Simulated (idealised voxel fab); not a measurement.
process module | voxel self aligned vias
cross-section cut | 200 nm wide | cells 5 nm
A cross-section is a grid of square cells, given in bands from the top down. A band is one or more rows of cells.
Each band's line starts with the height of the band's top and of its bottom, in nm. Then come its materials from left to right, each with its width in nm. One material with "throughout" fills the band from edge to edge. "air" is empty space.
Height 0 is the level under which the wafer as received is all one material. The lowest band goes on downwards, as in "0 down".
A width such as "30 to 40" changes by the same amount from each row of cells to the next, from the band's top row to its bottom row.
"no change" after a step means that no cell of the cross-section changed.
closed voids: empty space of 8 cells or more with no open way to the top, each as width x height at its distance from the left edge, in nm
after a step's settings: what the simulator itself notes on the step
overlay nm, on a step with a mask: how far to the right of its planned place the mask lay; to the left if negative
plan
1 op RECEIVE | material Si
2 op CONFORMAL_DEP | material SiO2 | thk nm 15
3 op CONFORMAL_DEP | material SiCN | thk nm 5
4 op DIRECTIONAL_DEP | material SiO2 | thk nm 20
5 op DIRECTIONAL_DEP | material aC | thk nm 10
6 op PATTERN | tone open | mask id LINES | material resist | width nm 20 | pitch nm 70 | thk nm 25 | overlay nm 0
7 op DIRECTIONAL_ETCH | etch materials aC | depth nm 10
8 op STRIP | etch materials resist
9 op DIRECTIONAL_ETCH | etch materials SiO2 | depth nm 20
10 op STRIP | etch materials aC
11 op CONFORMAL_DEP | material TiN | thk nm 5
12 op FILL_DEP | material Ru | thk nm 10
13 op CMP | height nm 40
14 op SELECTIVE_ETCH | etch materials W Ru TiN | depth nm 5
15 op FILL_DEP | material SiN | thk nm 10
16 op CMP | height nm 40
17 op DIRECTIONAL_DEP | material SiO2 | thk nm 15
18 op MASKED_ETCH | tone open | mask id VIAS | width nm 40 | etch materials SiO2 | depth nm 15 | overlay nm 0
19 op MASKED_ETCH | tone open | mask id VIAS | width nm 40 | etch materials SiN | depth nm 5 | overlay nm 0
20 op CONFORMAL_DEP | material TiN | thk nm 5
21 op FILL_DEP | material Cu | thk nm 10
22 op CMP | height nm 55
23 op CONFORMAL_DEP | material SiCN | thk nm 5
as received, after step 1
  0 down: Si throughout
  closed voids: none
first wafer at the end, as planned
  60 to 55: SiCN throughout
  55 to 45: SiO2 45 | TiN 5 | Cu 30 | TiN 5 | SiO2 115
  45 to 40: SiO2 45 | TiN 15 | Cu 10 | TiN 15 | SiO2 115
  40 to 35: SiO2 55 | TiN 20 | SiO2 50 | SiN 20 | SiO2 55
  35 to 25: SiO2 55 | TiN 5 | Ru 10 | TiN 5 | SiO2 50 | TiN 5 | Ru 10 | TiN 5 | SiO2 55
  25 to 20: SiO2 55 | TiN 20 | SiO2 50 | TiN 20 | SiO2 55
  20 to 15: SiCN throughout
  15 to 0: SiO2 throughout
  0 down: Si throughout
  closed voids: none
second wafer at the end: like start, like plan, one mistake
  60 to 55: SiCN throughout
  55 to 45: SiO2 45 | TiN 5 | Cu 30 | TiN 5 | SiO2 115
  45 to 40: SiO2 45 | TiN 40 | SiO2 115
  40 to 35: SiO2 55 | TiN 5 | aC 10 | TiN 5 | SiO2 50 | SiN 5 | aC 10 | SiN 5 | SiO2 55
  35 to 25: SiO2 55 | TiN 5 | aC 10 | TiN 5 | SiO2 50 | TiN 5 | aC 10 | TiN 5 | SiO2 55
  25 to 20: SiO2 55 | TiN 20 | SiO2 50 | TiN 20 | SiO2 55
  20 to 15: SiCN throughout
  15 to 0: SiO2 throughout
  0 down: Si throughout
  closed voids: none
what went wrong: step 12 ran as: op FILL_DEP | material aC | thk nm 10
at the end the second wafer has, in cells: 2 fewer of Cu | 8 fewer of Ru | 2 fewer of SiN | 12 more of aC
